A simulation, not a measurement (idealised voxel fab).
The process module that follows is named voxel local oxidation.
For reference, the cross-section in this document is cut, with width 280 nm and square cells of 5 nm.
Square cells in a grid make up a cross-section in this document, and the grid is given as bands, listed from the top down, each one or more rows of cells.
Basically the band line says how high the top is and how high the bottom is, in nm, and then what's in it from left to right, every material with its width in nm. Empty space shows up as "blank", and if a single material carries "full width" it runs the full band edge to edge.
Note: height 0 marks the level under which the wafer is uniformly one material as received. Lowest band unbounded below, written "top 0, no bottom".
With a width like "30->40", each row of cells in the band differs from the next by the same amount, the top row carrying the first number and the bottom row the second.
You'll sometimes find "changes: none" written for a step, and that's the way of saying that nowhere in the cross-section did a cell change during that step.
Enclosed voids (no open way to top), threshold 8 cells or more, entry "Unvented voids", notation width x height at distance, distance from left edge, nm.
The remark found on a step's line after its settings is issued by the simulator itself and pertains to that step.
When a step includes a mask, the "overlay nm" setting on its line states how far to the right of its planned place that mask lay, and negative values state how far to the left.
Layout of what follows: cross-section pairs, each bracketing one process step, the after cross-section shown only to the lowest band that changed, the step between and its settings noted under each pair. Pairs may originate in different runs of this module on the same starting wafer; a pair continues from the pair above only where its entry headed "Structure before processing" says so.
# Structure before processing
top 0, no bottom | Si full width
Unvented voids: none
# Resultant Cross-Section
top 5, bottom 0 | SiO2 full width
At heights below 0, the structure remains unaltered.
Unvented voids: none
As a process note, the step between the before and after cross-sections shown above is CONFORMAL_DEP | material SiO2 | thk nm 5
Structure before processing: see preceding pair, after cross-section.
# Resultant Cross-Section
top 15, bottom 5 | SiN full width
At heights below 5, the structure remains unaltered.
Unvented voids: none
As a process note, the step between the before and after cross-sections shown above is CONFORMAL_DEP | material SiN | thk nm 10
Structure before processing: see preceding pair, after cross-section.
# Resultant Cross-Section
top 30, bottom 15 | aC full width
At heights below 15, the structure remains unaltered.
Unvented voids: none
As a process note, the step between the before and after cross-sections shown above is DIRECTIONAL_DEP | material aC | thk nm 15
Structure before processing: see preceding pair, after cross-section.
# Resultant Cross-Section
top 65, bottom 30 | blank (95); resist (90); blank (95)
At heights below 30, the structure remains unaltered.
Unvented voids: none
As a process note, the step between the before and after cross-sections shown above is PATTERN | tone cover | mask id ACTIVE | material resist | width nm 90 | thk nm 35 | overlay nm 0
Structure before processing: see preceding pair, after cross-section.
# Resultant Cross-Section
top 50, bottom 30 | blank (95); resist (90); blank (95)
top 30, bottom 15 | blank (95); aC (90); blank (95)
At heights below 15, the structure remains unaltered.
Unvented voids: none
As a process note, the step between the before and after cross-sections shown above is DIRECTIONAL_ETCH | etch materials aC | depth nm 15
Structure before processing: see preceding pair, after cross-section.
# Resultant Cross-Section
top 30, bottom 15 | blank (95); aC (90); blank (95)
At heights below 15, the structure remains unaltered.
Unvented voids: none
As a process note, the step between the before and after cross-sections shown above is STRIP | etch materials resist
Structure before processing: see preceding pair, after cross-section.
# Resultant Cross-Section
top 30, bottom 15 | blank (95); aC (90); blank (95)
top 15, bottom 5 | blank (95); SiN (90); blank (95)
At heights below 5, the structure remains unaltered.
Unvented voids: none
As a process note, the step between the before and after cross-sections shown above is DIRECTIONAL_ETCH | etch materials SiN | depth nm 10
Structure before processing: see preceding pair, after cross-section.
# Resultant Cross-Section
top 15, bottom 5 | blank (95); SiN (90); blank (95)
At heights below 5, the structure remains unaltered.
Unvented voids: none
As a process note, the step between the before and after cross-sections shown above is STRIP | etch materials aC
Structure before processing: see preceding pair, after cross-section.
# Resultant Cross-Section
top 15, bottom 5 | blank (95); SiN (90); blank (95)
top 5, bottom 0 | blank (100); SiO2 (80); blank (100)
At heights below 0, the structure remains unaltered.
Unvented voids: none
As a process note, the step between the before and after cross-sections shown above is SELECTIVE_ETCH | etch materials SiO2 | depth nm 5
Structure before processing: see preceding pair, after cross-section.
# Resultant Cross-Section
top 15, bottom 5 | blank (95); SiN (90); blank (95)
top 5, bottom 0 | blank (100); SiO2 (80); blank (100)
top 0, bottom -15 | SiO2 (115); Si (50); SiO2 (115)
At heights below -15, the structure remains unaltered.
Unvented voids: none
As a process note, the step between the before and after cross-sections shown above is OXIDIZE | depth nm 15
Structure before processing: see preceding pair, after cross-section.
# Resultant Cross-Section
top 5, bottom 0 | blank (100); SiO2 (80); blank (100)
At heights below 0, the structure remains unaltered.
Unvented voids: none
As a process note, the step between the before and after cross-sections shown above is STRIP | etch materials SiN
# Structure before processing
top 0, no bottom | Si full width
Unvented voids: none
# Resultant Cross-Section
top 10, bottom 0 | SiN full width
At heights below 0, the structure remains unaltered.
Unvented voids: none
As a process note, the step between the before and after cross-sections shown above is CONFORMAL_DEP | material SiN | thk nm 10
Structure before processing: see preceding pair, after cross-section.
# Resultant Cross-Section
top 25, bottom 10 | aC full width
At heights below 10, the structure remains unaltered.
Unvented voids: none
As a process note, the step between the before and after cross-sections shown above is DIRECTIONAL_DEP | material aC | thk nm 15
Structure before processing: see preceding pair, after cross-section.
# Resultant Cross-Section
top 60, bottom 25 | blank (95); resist (90); blank (95)
At heights below 25, the structure remains unaltered.
Unvented voids: none
As a process note, the step between the before and after cross-sections shown above is PATTERN | tone cover | mask id ACTIVE | material resist | width nm 90 | thk nm 35 | overlay nm 0
Structure before processing: see preceding pair, after cross-section.
# Resultant Cross-Section
top 45, bottom 25 | blank (95); resist (90); blank (95)
top 25, bottom 10 | blank (95); aC (90); blank (95)
At heights below 10, the structure remains unaltered.
Unvented voids: none
As a process note, the step between the before and after cross-sections shown above is DIRECTIONAL_ETCH | etch materials aC | depth nm 15
Structure before processing: see preceding pair, after cross-section.
# Resultant Cross-Section
top 25, bottom 10 | blank (95); aC (90); blank (95)
At heights below 10, the structure remains unaltered.
Unvented voids: none
As a process note, the step between the before and after cross-sections shown above is STRIP | etch materials resist
Structure before processing: see preceding pair, after cross-section.
# Resultant Cross-Section
top 25, bottom 10 | blank (95); aC (90); blank (95)
top 10, bottom 0 | blank (95); SiN (90); blank (95)
At heights below 0, the structure remains unaltered.
Unvented voids: none
As a process note, the step between the before and after cross-sections shown above is DIRECTIONAL_ETCH | etch materials SiN | depth nm 10
Structure before processing: see preceding pair, after cross-section.
# Resultant Cross-Section
top 10, bottom 0 | blank (95); SiN (90); blank (95)
At heights below 0, the structure remains unaltered.
Unvented voids: none
As a process note, the step between the before and after cross-sections shown above is STRIP | etch materials aC
Structure before processing: see preceding pair, after cross-section.
# Resultant Cross-Section
top 10, bottom 0 | blank (95); SiN (90); blank (95)
top 0, bottom -15 | SiO2 (110); Si (60); SiO2 (110)
At heights below -15, the structure remains unaltered.
Unvented voids: none
As a process note, the step between the before and after cross-sections shown above is OXIDIZE | depth nm 15
Structure before processing: see preceding pair, after cross-section.
# Resultant Cross-Section
top 0, bottom -15 | SiO2 (110); Si (60); SiO2 (110)
At heights below -15, the structure remains unaltered.
Unvented voids: none
As a process note, the step between the before and after cross-sections shown above is STRIP | etch materials SiN
# Structure before processing
top 50, bottom 30 | blank (95); resist (90); blank (95)
top 30, bottom 15 | blank (95); aC (90); blank (95)
top 15, bottom 5 | SiN full width
top 5, bottom 0 | SiO2 full width
top 0, no bottom | Si full width
Unvented voids: none
# Resultant Cross-Section
top 50, bottom 30 | blank (95); resist (90); blank (95)
top 30, bottom 15 | blank (95); aC (90); blank (95)
top 15, bottom 5 | blank (95); SiN (90); blank (95)
At heights below 5, the structure remains unaltered.
Unvented voids: none
As a process note, the step between the before and after cross-sections shown above is DIRECTIONAL_ETCH | etch materials SiN | depth nm 10
Structure before processing: see preceding pair, after cross-section.
# Resultant Cross-Section
top 30, bottom 15 | blank (95); aC (90); blank (95)
At heights below 15, the structure remains unaltered.
Unvented voids: none
As a process note, the step between the before and after cross-sections shown above is STRIP | etch materials resist
# Structure before processing
top 15, bottom 5 | blank (95); SiN (90); blank (95)
top 5, bottom 0 | SiO2 full width
top 0, no bottom | Si full width
Unvented voids: none
# Resultant Cross-Section
top 15, bottom 5 | blank (95); SiN (90); blank (95)
top 5, bottom 0 | blank (110); SiO2 (60); blank (110)
At heights below 0, the structure remains unaltered.
Unvented voids: none
As a process note, the step between the before and after cross-sections shown above is SELECTIVE_ETCH | etch materials SiO2 | depth nm 15
Structure before processing: see preceding pair, after cross-section.
# Resultant Cross-Section
top 15, bottom 5 | blank (95); SiN (90); blank (95)
top 5, bottom 0 | blank (110); SiO2 (60); blank (110)
top 0, bottom -15 | SiO2 (125); Si (30); SiO2 (125)
At heights below -15, the structure remains unaltered.
Unvented voids: none
As a process note, the step between the before and after cross-sections shown above is OXIDIZE | depth nm 15
Structure before processing: see preceding pair, after cross-section.
# Resultant Cross-Section
top 5, bottom 0 | blank (110); SiO2 (60); blank (110)
At heights below 0, the structure remains unaltered.
Unvented voids: none
As a process note, the step between the before and after cross-sections shown above is STRIP | etch materials SiN
# Structure before processing
top 30, bottom 15 | aC full width
top 15, bottom 5 | SiN full width
top 5, bottom 0 | SiO2 full width
top 0, no bottom | Si full width
Unvented voids: none
# Resultant Cross-Section
top 65, bottom 30 | blank (100); resist (85); blank (95)
At heights below 30, the structure remains unaltered.
Unvented voids: none
As a process note, the step between the before and after cross-sections shown above is PATTERN | tone cover | mask id ACTIVE | material resist | width nm 85 | thk nm 35 | overlay nm 0
Structure before processing: see preceding pair, after cross-section.
# Resultant Cross-Section
top 50, bottom 30 | blank (100); resist (85); blank (95)
top 30, bottom 15 | blank (100); aC (85); blank (95)
At heights below 15, the structure remains unaltered.
Unvented voids: none
As a process note, the step between the before and after cross-sections shown above is DIRECTIONAL_ETCH | etch materials aC | depth nm 15
Structure before processing: see preceding pair, after cross-section.
# Resultant Cross-Section
top 30, bottom 15 | blank (100); aC (85); blank (95)
At heights below 15, the structure remains unaltered.
Unvented voids: none
As a process note, the step between the before and after cross-sections shown above is STRIP | etch materials resist
Structure before processing: see preceding pair, after cross-section.
# Resultant Cross-Section
top 30, bottom 15 | blank (100); aC (85); blank (95)
top 15, bottom 5 | blank (100); SiN (85); blank (95)
At heights below 5, the structure remains unaltered.
Unvented voids: none
As a process note, the step between the before and after cross-sections shown above is DIRECTIONAL_ETCH | etch materials SiN | depth nm 10
Structure before processing: see preceding pair, after cross-section.
# Resultant Cross-Section
top 15, bottom 5 | blank (100); SiN (85); blank (95)
At heights below 5, the structure remains unaltered.
Unvented voids: none
As a process note, the step between the before and after cross-sections shown above is STRIP | etch materials aC
Structure before processing: see preceding pair, after cross-section.
# Resultant Cross-Section
top 15, bottom 5 | blank (100); SiN (85); blank (95)
top 5, bottom 0 | blank (105); SiO2 (75); blank (100)
At heights below 0, the structure remains unaltered.
Unvented voids: none
As a process note, the step between the before and after cross-sections shown above is SELECTIVE_ETCH | etch materials SiO2 | depth nm 5
Structure before processing: see preceding pair, after cross-section.
# Resultant Cross-Section
top 15, bottom 5 | blank (100); SiN (85); blank (95)
top 5, bottom 0 | blank (105); SiO2 (75); blank (100)
top 0, bottom -15 | SiO2 (120); Si (45); SiO2 (115)
At heights below -15, the structure remains unaltered.
Unvented voids: none
As a process note, the step between the before and after cross-sections shown above is OXIDIZE | depth nm 15
Structure before processing: see preceding pair, after cross-section.
# Resultant Cross-Section
top 5, bottom 0 | blank (105); SiO2 (75); blank (100)
At heights below 0, the structure remains unaltered.
Unvented voids: none
As a process note, the step between the before and after cross-sections shown above is STRIP | etch materials SiN
# Structure before processing
top 30, bottom 15 | aC full width
top 15, bottom 5 | SiN full width
top 5, bottom 0 | SiO2 full width
top 0, no bottom | Si full width
Unvented voids: none
# Resultant Cross-Section
top 65, bottom 30 | blank (105); resist (90); blank (85)
At heights below 30, the structure remains unaltered.
Unvented voids: none
As a process note, the step between the before and after cross-sections shown above is PATTERN | tone cover | mask id ACTIVE | material resist | width nm 90 | thk nm 35 | overlay nm 10
Structure before processing: see preceding pair, after cross-section.
# Resultant Cross-Section
top 50, bottom 30 | blank (105); resist (90); blank (85)
top 30, bottom 15 | blank (105); aC (90); blank (85)
At heights below 15, the structure remains unaltered.
Unvented voids: none
As a process note, the step between the before and after cross-sections shown above is DIRECTIONAL_ETCH | etch materials aC | depth nm 15
Structure before processing: see preceding pair, after cross-section.
# Resultant Cross-Section
top 30, bottom 15 | blank (105); aC (90); blank (85)
At heights below 15, the structure remains unaltered.
Unvented voids: none
As a process note, the step between the before and after cross-sections shown above is STRIP | etch materials resist
Structure before processing: see preceding pair, after cross-section.
# Resultant Cross-Section
top 30, bottom 15 | blank (105); aC (90); blank (85)
top 15, bottom 5 | blank (105); SiN (90); blank (85)
At heights below 5, the structure remains unaltered.
Unvented voids: none
As a process note, the step between the before and after cross-sections shown above is DIRECTIONAL_ETCH | etch materials SiN | depth nm 10
Structure before processing: see preceding pair, after cross-section.
# Resultant Cross-Section
top 15, bottom 5 | blank (105); SiN (90); blank (85)
At heights below 5, the structure remains unaltered.
Unvented voids: none
As a process note, the step between the before and after cross-sections shown above is STRIP | etch materials aC
Structure before processing: see preceding pair, after cross-section.
# Resultant Cross-Section
top 15, bottom 5 | blank (105); SiN (90); blank (85)
top 5, bottom 0 | blank (110); SiO2 (80); blank (90)
At heights below 0, the structure remains unaltered.
Unvented voids: none
As a process note, the step between the before and after cross-sections shown above is SELECTIVE_ETCH | etch materials SiO2 | depth nm 5
Structure before processing: see preceding pair, after cross-section.
# Resultant Cross-Section
top 15, bottom 5 | blank (105); SiN (90); blank (85)
top 5, bottom 0 | blank (110); SiO2 (80); blank (90)
top 0, bottom -15 | SiO2 (125); Si (50); SiO2 (105)
At heights below -15, the structure remains unaltered.
Unvented voids: none
As a process note, the step between the before and after cross-sections shown above is OXIDIZE | depth nm 15
Structure before processing: see preceding pair, after cross-section.
# Resultant Cross-Section
top 5, bottom 0 | blank (110); SiO2 (80); blank (90)
At heights below 0, the structure remains unaltered.
Unvented voids: none
As a process note, the step between the before and after cross-sections shown above is STRIP | etch materials SiN
# Structure before processing
top 15, bottom 5 | blank (95); SiN (90); blank (95)
top 5, bottom 0 | blank (100); SiO2 (80); blank (100)
top 0, bottom -15 | SiO2 (115); Si (50); SiO2 (115)
top -15, no bottom | Si full width
Unvented voids: none
# Resultant Cross-Section
top 0, bottom -15 | blank (115); Si (50); blank (115)
At heights below -15, the structure remains unaltered.
Unvented voids: none
As a process note, the step between the before and after cross-sections shown above is STRIP | etch materials SiO2
# Structure before processing
top 30, bottom 15 | aC full width
top 15, bottom 5 | SiN full width
top 5, bottom 0 | SiO2 full width
top 0, no bottom | Si full width
Unvented voids: none
# Resultant Cross-Section
top 65, bottom 30 | resist (95); blank (90); resist (95)
At heights below 30, the structure remains unaltered.
Unvented voids: none
As a process note, the step between the before and after cross-sections shown above is PATTERN | tone open | mask id ACTIVE | material resist | width nm 90 | thk nm 35 | overlay nm 0
Structure before processing: see preceding pair, after cross-section.
# Resultant Cross-Section
top 50, bottom 30 | resist (95); blank (90); resist (95)
top 30, bottom 15 | aC (95); blank (90); aC (95)
At heights below 15, the structure remains unaltered.
Unvented voids: none
As a process note, the step between the before and after cross-sections shown above is DIRECTIONAL_ETCH | etch materials aC | depth nm 15
Structure before processing: see preceding pair, after cross-section.
# Resultant Cross-Section
top 30, bottom 15 | aC (95); blank (90); aC (95)
At heights below 15, the structure remains unaltered.
Unvented voids: none
As a process note, the step between the before and after cross-sections shown above is STRIP | etch materials resist
Structure before processing: see preceding pair, after cross-section.
# Resultant Cross-Section
top 30, bottom 15 | aC (95); blank (90); aC (95)
top 15, bottom 5 | SiN (95); blank (90); SiN (95)
At heights below 5, the structure remains unaltered.
Unvented voids: none
As a process note, the step between the before and after cross-sections shown above is DIRECTIONAL_ETCH | etch materials SiN | depth nm 10
Structure before processing: see preceding pair, after cross-section.
# Resultant Cross-Section
top 15, bottom 5 | SiN (95); blank (90); SiN (95)
At heights below 5, the structure remains unaltered.
Unvented voids: none
As a process note, the step between the before and after cross-sections shown above is STRIP | etch materials aC
Structure before processing: see preceding pair, after cross-section.
# Resultant Cross-Section
top 15, bottom 5 | SiN (95); blank (90); SiN (95)
top 5, bottom 0 | SiO2 (90); blank (100); SiO2 (90)
At heights below 0, the structure remains unaltered.
Unvented voids: none
As a process note, the step between the before and after cross-sections shown above is SELECTIVE_ETCH | etch materials SiO2 | depth nm 5
Structure before processing: see preceding pair, after cross-section.
# Resultant Cross-Section
top 15, bottom 5 | SiN (95); blank (90); SiN (95)
top 5, bottom 0 | SiO2 (90); blank (100); SiO2 (90)
top 0, bottom -15 | Si (75); SiO2 (130); Si (75)
At heights below -15, the structure remains unaltered.
Unvented voids: none
As a process note, the step between the before and after cross-sections shown above is OXIDIZE | depth nm 15
Structure before processing: see preceding pair, after cross-section.
# Resultant Cross-Section
top 5, bottom 0 | SiO2 (90); blank (100); SiO2 (90)
At heights below 0, the structure remains unaltered.
Unvented voids: none
As a process note, the step between the before and after cross-sections shown above is STRIP | etch materials SiN
